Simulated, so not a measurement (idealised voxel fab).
The name of this process module is voxel local oxidation.
The cross-section on display is named cut; it measures 240 nm wide, and its cells are 5 nm squares.
This document writes a cross-section as a grid whose cells are square, and gives it as bands, listed from the top down; one or more rows of cells form a band. First you get the band's top height and its bottom height, in nm, and then the materials it's made of, left to right, with each width in nm. If you see a single material with "full width", that one covers the band edge to edge. "air" is empty space. Height datum 0, below which the as-received substrate wafer is one material. Lowest band open at the bottom, running downward: "0 and below". Read "30->40" as a graded width: first number on top, second number at the bottom, same change between each pair of neighbouring rows. It should be understood that the words "nothing altered", when stated for a given step, signify that the cross-section underwent no change in any of its cells during that step. Empty spaces without an open route to the top, at least 8 cells in extent, make up the entry "Unvented voids"; each is given as width x height at distance, where the distance is measured from the left edge, and all are in nm. That trailing text on a step's line, after the settings, is the simulator's own remark on the step. "overlay nm" answers the question of how far to the right of plan the mask lay on a step that has a mask, and when it is negative the answer is to the left.

The planned process steps are enumerated hereunder:
- 1: RECEIVE | material Si
- 2: CONFORMAL_DEP | material SiO2 | thk nm 5
- 3: CONFORMAL_DEP | material SiN | thk nm 10
- 4: DIRECTIONAL_DEP | material aC | thk nm 15
- 5: PATTERN | tone cover | mask id ACTIVE | material resist | width nm 115 | thk nm 30 | overlay nm 0
- 6: DIRECTIONAL_ETCH | etch materials aC | depth nm 15
- 7: STRIP | etch materials resist
- 8: DIRECTIONAL_ETCH | etch materials SiN | depth nm 10
- 9: STRIP | etch materials aC
- 10: SELECTIVE_ETCH | etch materials SiO2 | depth nm 5
- 11: OXIDIZE | depth nm 10
- 12: STRIP | etch materials SiN

The cross-section here shows the wafer as received, i.e. in its state after step 1:
- 0 and below  Si full width
- Unvented voids: none

Cross-section: first of two wafers, module finished, run according to plan:
- 5 down to 0  air 65; SiO2 105; air 70
- 0 down to -10  SiO2 75; Si 85; SiO2 80
- -10 and below  Si full width
- Unvented voids: none

Module end: cross-section of wafer two of two. Same start and process plan as the first wafer. One mistake during execution:
- 0 down to -10  SiO2 70; Si 95; SiO2 75
- -10 and below  Si full width
- Unvented voids: none
Short version of what went wrong: step 2 of the plan got skipped, so it never ran
Cell-count delta at end, second wafer over first, by material: Si +4, SiO2 -25
